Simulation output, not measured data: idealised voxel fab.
Proc. module: voxel air gaps
FYI the section here is cut, 275 nm wide, cells are 5 nm squares.
In this document a cross-section is written as a grid of square cells. It is given as a series of bands, listed from the top down, and a band is one or more rows of cells. Read a band's entry like this: the first values are the height of its top and the height of its bottom in nm, and what follows is the sequence of materials from left to right, each with its width in nm. Note that "air" is empty space, and that a single material marked "everywhere" reaches across the band from edge to edge. Heads up on the height convention: 0 is the point under which the incoming wafer is all one material, and the lowest band has no bottom, it just keeps going down, like "z 0 and below". Width: "30->40" (first number = top row, second number = bottom row, same change from row to row of cells). "same as before", as given for a step, is the statement that not any cell of the cross-section underwent a change during that step. "Trapped voids" means: voids of 8 cells or more that are shut off from the top with no open way through. Written width x height at distance, distance from the left edge, in nm. Step line, after settings: the simulator's comment on this step. If you see "overlay nm" on a step's line and that step has a mask, it's telling you how far right of where it was planned the mask ended up; a negative number means it went left instead.

## Process steps - plan
1,RECEIVE [material Si]
2,CONFORMAL_DEP [material SiO2] [thk nm 10]
3,CONFORMAL_DEP [material SiCN] [thk nm 5]
4,DIRECTIONAL_DEP [material SiO2] [thk nm 35]
5,MASKED_ETCH [tone open] [mask id LINES] [width nm 20] [pitch nm 45] [etch materials SiO2] [depth nm 35] [overlay nm 0]
6,CONFORMAL_DEP [material TiN] [thk nm 5]
7,FILL_DEP [material Ru] [thk nm 5]
8,CMP [height nm 50]
9,EPI [material Ru] [thk nm 10]
10,SELECTIVE_ETCH [etch materials SiO2] [depth nm 45]
11,CONFORMAL_DEP [material SiCN] [thk nm 5]
The plan shows the thk nm of step 11 as the first wafer had it; this setting differs between the wafers, which start out alike.

## Cross-section of the first incoming wafer of several, state after step 1
- z 0 and below = Si everywhere
- Trapped voids: none

## Here is the cross-section of the first of several wafers at the end of the module, after its last step, step 11
- z 65 to 60 = air 65 nm  SiCN 140 nm  air 70 nm
- z 60 to 50 = air 65 nm  SiCN 5 nm  Ru 40 nm  SiCN 5 nm  Ru 40 nm  SiCN 5 nm  Ru 40 nm  SiCN 5 nm  air 70 nm
- z 50 to 45 = air 65 nm  SiCN 15 nm  TiN 5 nm  Ru 10 nm  TiN 5 nm  SiCN 25 nm  TiN 5 nm  Ru 10 nm  TiN 5 nm  SiCN 25 nm  TiN 5 nm  Ru 10 nm  TiN 5 nm  SiCN 15 nm  air 70 nm
- z 45 to 20 = air 75 nm  SiCN 5 nm  TiN 5 nm  Ru 10 nm  TiN 5 nm  SiCN 5 nm  air 15 nm  SiCN 5 nm  TiN 5 nm  Ru 10 nm  TiN 5 nm  SiCN 5 nm  air 15 nm  SiCN 5 nm  TiN 5 nm  Ru 10 nm  TiN 5 nm  SiCN 5 nm  air 80 nm
- z 20 to 15 = SiCN 80 nm  TiN 20 nm  SiCN 25 nm  TiN 20 nm  SiCN 25 nm  TiN 20 nm  SiCN 85 nm
- z 15 to 10 = SiCN everywhere
- z 10 to 0 = SiO2 everywhere
- z 0 and below = Si everywhere
- Trapped voids: 15 x 25 at 105; 15 x 25 at 150

## End of module, last wafer sectioned
- z 80 to 60 = air 50 nm  SiCN 170 nm  air 55 nm
- z 60 to 50 = air 50 nm  SiCN 20 nm  Ru 40 nm  SiCN 5 nm  Ru 40 nm  SiCN 5 nm  Ru 40 nm  SiCN 20 nm  air 55 nm
- z 50 to 45 = air 50 nm  SiCN 30 nm  TiN 5 nm  Ru 10 nm  TiN 5 nm  SiCN 25 nm  TiN 5 nm  Ru 10 nm  TiN 5 nm  SiCN 25 nm  TiN 5 nm  Ru 10 nm  TiN 5 nm  SiCN 30 nm  air 55 nm
- z 45 to 35 = air 50 nm  SiCN 30 nm  TiN 5 nm  Ru 10 nm  TiN 5 nm  SiCN 5 nm  air 15 nm  SiCN 5 nm  TiN 5 nm  Ru 10 nm  TiN 5 nm  SiCN 5 nm  air 15 nm  SiCN 5 nm  TiN 5 nm  Ru 10 nm  TiN 5 nm  SiCN 30 nm  air 55 nm
- z 35 to 20 = SiCN 80 nm  TiN 5 nm  Ru 10 nm  TiN 5 nm  SiCN 5 nm  air 15 nm  SiCN 5 nm  TiN 5 nm  Ru 10 nm  TiN 5 nm  SiCN 5 nm  air 15 nm  SiCN 5 nm  TiN 5 nm  Ru 10 nm  TiN 5 nm  SiCN 85 nm
- z 20 to 15 = SiCN 80 nm  TiN 20 nm  SiCN 25 nm  TiN 20 nm  SiCN 25 nm  TiN 20 nm  SiCN 85 nm
- z 15 to 10 = SiCN everywhere
- z 10 to 0 = SiO2 everywhere
- z 0 and below = Si everywhere
- Trapped voids: 15 x 25 at 105; 15 x 25 at 150

## Per wafer, end of module: cells gained (+) or lost (-) per material since receipt, then closed voids
thk nm 5; +84 Ru; +180 SiCN; +110 SiO2; +48 TiN; Trapped voids: 15 x 25 at 105; 15 x 25 at 150
thk nm 10; +84 Ru; +261 SiCN; +110 SiO2; +48 TiN; Trapped voids: 15 x 25 at 105; 15 x 25 at 150
thk nm 15; +84 Ru; +342 SiCN; +110 SiO2; +48 TiN; Trapped voids: 15 x 25 at 105; 15 x 25 at 150
thk nm 20; +84 Ru; +419 SiCN; +110 SiO2; +48 TiN; Trapped voids: 15 x 25 at 105; 15 x 25 at 150
